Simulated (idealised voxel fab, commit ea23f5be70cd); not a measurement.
Name of the process module below: voxel wiring stack
Shown is cross-section cut, with a width of 205 nm and square cells of size 5 nm.
Cross-section spec: square-cell grid; bands listed top down; each band is one or more rows. Band entry format. Leading values: height of top, height of bottom, nm. Remainder: materials in left-to-right order, each with its width in nm. Special words: "throughout" on a single material, which then fills the band edge to edge; "empty", empty space. Basically, 0 is our baseline, since under it the wafer straight out of the box is all one material. The bottom band has no lower end and keeps on going down, so it looks like "0 nm and below". Think of "30->40" as a width that walks from the first number to the second as you go down the band, top row to bottom row, taking equal-sized steps from row to row. You'll sometimes find "no change occurred" written for a step, and that's the way of saying that nowhere in the cross-section did a cell change during that step. Each empty space that has no open way to the top and spans at least 8 cells appears under "Trapped cavities" as width x height at distance, the distance counted from the left edge, all in nm. Step line, after settings: the simulator's comment on this step. The line of a step may include "overlay nm". On a step with a mask, this value is how far to the right of its planned place the mask lay. A negative value means the mask lay to the left.

This section lists the process steps that were planned:
- 1: RECEIVE | material Si
- 2: CONFORMAL_DEP | material SiO2 | thk nm 10
- 3: DIRECTIONAL_DEP | material TiN | thk nm 5
- 4: DIRECTIONAL_DEP | material Ru | thk nm 15
- 5: DIRECTIONAL_DEP | material aC | thk nm 15
- 6: PATTERN | tone cover | mask id METAL_1 | material resist | width nm 30 | pitch nm 60 | thk nm 35 | overlay nm 0
- 7: DIRECTIONAL_ETCH | etch materials aC | depth nm 15
- 8: STRIP | etch materials resist
- 9: DIRECTIONAL_ETCH | etch materials Ru | depth nm 15
- 10: DIRECTIONAL_ETCH | etch materials TiN | depth nm 5
- 11: STRIP | etch materials aC
- 12: FILL_DEP | material lowk | thk nm 5
- 13: CMP | height nm 30
- 14: CONFORMAL_DEP | material SiCN | thk nm 5
- 15: DIRECTIONAL_DEP | material lowk | thk nm 25
- 16: PATTERN | tone open | mask id METAL_2 | material resist | width nm 30 | pitch nm 60 | thk nm 20 | overlay nm 0
- 17: DIRECTIONAL_ETCH | etch materials lowk | depth nm 15
- 18: STRIP | etch materials resist
- 19: PATTERN | tone open | mask id METAL_2_HOLES | material resist | width nm 15 | pitch nm 60 | thk nm 20 | overlay nm 0
- 20: DIRECTIONAL_ETCH | etch materials lowk | depth nm 10
- 21: DIRECTIONAL_ETCH | etch materials SiCN | depth nm 5
- 22: STRIP | etch materials resist
- 23: CONFORMAL_DEP | material TiN | thk nm 5
- 24: FILL_DEP | material Ru | thk nm 5
- 25: CMP | height nm 60
- 26: CONFORMAL_DEP | material SiCN | thk nm 5
- 27: DIRECTIONAL_DEP | material SiO2 | thk nm 10
- 28: PATTERN | tone open | mask id PLUG_2 | material resist | width nm 15 | pitch nm 60 | thk nm 20 | overlay nm 0
- 29: DIRECTIONAL_ETCH | etch materials SiO2 | depth nm 10
- 30: DIRECTIONAL_ETCH | etch materials SiCN | depth nm 5
- 31: STRIP | etch materials resist
- 32: CONFORMAL_DEP | material TiN | thk nm 5
- 33: FILL_DEP | material W | thk nm 5
- 34: CMP | height nm 75
- 35: CONFORMAL_DEP | material SiN | thk nm 5
- 36: DIRECTIONAL_DEP | material lowk | thk nm 20
- 37: DIRECTIONAL_DEP | material aC | thk nm 15
- 38: PATTERN | tone open | mask id METAL_3 | material resist | width nm 30 | pitch nm 60 | thk nm 30 | overlay nm 0
- 39: DIRECTIONAL_ETCH | etch materials aC | depth nm 15
- 40: STRIP | etch materials resist
- 41: DIRECTIONAL_ETCH | etch materials lowk | depth nm 20
- 42: DIRECTIONAL_ETCH | etch materials SiN | depth nm 5
- 43: STRIP | etch materials aC
- 44: CONFORMAL_DEP | material TiN | thk nm 5
- 45: FILL_DEP | material Ru | thk nm 5
- 46: CMP | height nm 100
- 47: CONFORMAL_DEP | material SiN | thk nm 5

As-received wafer cross-section (after step 1):
> 0 nm and below | Si throughout
> Trapped cavities: none

First of two wafers, end-of-module section, run followed plan:
> 105 nm to 100 nm | SiN throughout
> 100 nm to 80 nm | 55 lowk; 5 TiN; 20 Ru; 5 TiN; 30 lowk; 5 TiN; 20 Ru; 5 TiN; 60 lowk
> 80 nm to 75 nm | 55 SiN; 30 TiN; 30 SiN; 30 TiN; 60 SiN
> 75 nm to 65 nm | 55 SiO2; 5 TiN; 5 W; 5 TiN; 45 SiO2; 5 TiN; 5 W; 5 TiN; 75 SiO2
> 65 nm to 60 nm | 55 SiCN; 15 TiN; 45 SiCN; 15 TiN; 75 SiCN
> 60 nm to 50 nm | 55 lowk; 5 TiN; 20 Ru; 5 TiN; 30 lowk; 5 TiN; 20 Ru; 5 TiN; 60 lowk
> 50 nm to 45 nm | 55 lowk; 5 TiN; 5 Ru; 20 TiN; 30 lowk; 5 TiN; 5 Ru; 20 TiN; 60 lowk
> 45 nm to 35 nm | 55 lowk; 5 TiN; 5 Ru; 5 TiN; 45 lowk; 5 TiN; 5 Ru; 5 TiN; 75 lowk
> 35 nm to 30 nm | 55 SiCN; 15 TiN; 45 SiCN; 15 TiN; 75 SiCN
> 30 nm to 15 nm | 55 lowk; 30 Ru; 30 lowk; 30 Ru; 60 lowk
> 15 nm to 10 nm | 55 lowk; 30 TiN; 30 lowk; 30 TiN; 60 lowk
> 10 nm to 0 nm | SiO2 throughout
> 0 nm and below | Si throughout
> Trapped cavities: none

Here's the second of our two wafers sectioned at module end. Same start as the first, same plan, but one mistake got made running it:
> 105 nm to 100 nm | SiN throughout
> 100 nm to 80 nm | 55 lowk; 5 TiN; 20 Ru; 5 TiN; 30 lowk; 5 TiN; 20 Ru; 5 TiN; 60 lowk
> 80 nm to 75 nm | 55 SiN; 30 TiN; 30 SiN; 30 TiN; 60 SiN
> 75 nm to 65 nm | 55 SiO2; 5 TiN; 5 W; 5 TiN; 45 SiO2; 5 TiN; 5 W; 5 TiN; 75 SiO2
> 65 nm to 60 nm | 55 SiCN; 15 TiN; 45 SiCN; 15 TiN; 75 SiCN
> 60 nm to 55 nm | Ru throughout
> 55 nm to 50 nm | 60 TiN; 20 Ru; 40 TiN; 20 Ru; 65 TiN
> 50 nm to 35 nm | 55 lowk; 5 TiN; 20 Ru; 5 TiN; 30 lowk; 5 TiN; 20 Ru; 5 TiN; 60 lowk
> 35 nm to 30 nm | 55 SiCN; 30 TiN; 30 SiCN; 30 TiN; 60 SiCN
> 30 nm to 15 nm | 55 lowk; 30 Ru; 30 lowk; 30 Ru; 60 lowk
> 15 nm to 10 nm | 55 lowk; 30 TiN; 30 lowk; 30 TiN; 60 lowk
> 10 nm to 0 nm | SiO2 throughout
> 0 nm and below | Si throughout
> Trapped cavities: none
Finding, execution versus plan: heads up, step 19 of the plan was skipped and never actually ran
Bottom line after processing is that, in cells, the second wafer is up or down on some materials versus the first: Ru +51, SiCN -6, TiN +25, lowk -70
